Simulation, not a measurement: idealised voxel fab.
Proc. module: voxel double patterning
Section cut is 155 nm wide and gridded with 5 nm square cells.
For the purposes of this document, a cross-section shall be understood as a grid of square cells, specified as bands listed in top-to-bottom order, each band consisting of one or more rows of cells. Within each band entry, the heights of the top and of the bottom of the band appear first, in that order and in nm; the materials of the band then follow from left to right, each with its corresponding width in nm. The designation "all across" on a single material indicates that it fills the band from edge to edge; the designation "empty" indicates empty space. Note: height 0 marks the level under which the wafer is uniformly one material as received. Lowest band unbounded below, written "from 0 down". Width: "30 to 40" (first number = top row, second number = bottom row, same change from row to row of cells). "nothing changed" after a step means that no cell of the cross-section changed. "closed voids" means: voids of 8 cells or more that are shut off from the top with no open way through. Written width x height at distance, distance from the left edge, in nm. Text after the settings on a step's line: the simulator's own remark on that step. overlay nm, on a step with a mask: how far to the right of its planned place the mask lay; to the left if negative.

## These are the steps we planned for the process
| 1 | RECEIVE: material Si |
| 2 | CONFORMAL_DEP: material SiO2, thk nm 10 |
| 3 | DIRECTIONAL_DEP: material TiN, thk nm 15 |
| 4 | DIRECTIONAL_DEP: material SiCN, thk nm 10 |
| 5 | DIRECTIONAL_DEP: material aC, thk nm 5 |
| 6 | PATTERN: tone open, mask id FIRST, material resist, width nm 15, pitch nm 50, thk nm 35, overlay nm 0 |
| 7 | DIRECTIONAL_ETCH: etch materials aC, depth nm 15 |
| 8 | STRIP: etch materials resist |
| 9 | DIRECTIONAL_ETCH: etch materials SiCN, depth nm 10 |
| 10 | STRIP: etch materials aC |
| 11 | MASKED_ETCH: tone open, mask id SECOND, width nm 15, pitch nm 50, etch materials SiCN, depth nm 10, overlay nm 0 |
| 12 | DIRECTIONAL_ETCH: etch materials TiN, depth nm 15 |
| 13 | STRIP: etch materials SiCN |
Quick note for whoever runs this: the wafers start identical, but the thk nm at step 5 isn't the same across them. The plan just shows what the first wafer had.

## Cross-section of the first incoming wafer of several, state after step 1
from 0 down  Si all across
closed voids: none

## The following table contains a row per wafer, in which are reported, at the conclusion of the module, the cells of each material gained (+) or lost (-) since the wafer's receipt, with its closed voids given thereafter
thk nm 5, +62 SiO2, +48 TiN, closed voids: none
thk nm 10, +62 SiO2, +48 TiN, closed voids: none
thk nm 15, +62 SiO2, +48 TiN, closed voids: none
thk nm 20, +62 SiO2, +75 TiN, closed voids: none
thk nm 25, +62 SiO2, +75 TiN, closed voids: none
thk nm 30, +62 SiO2, +75 TiN, closed voids: none
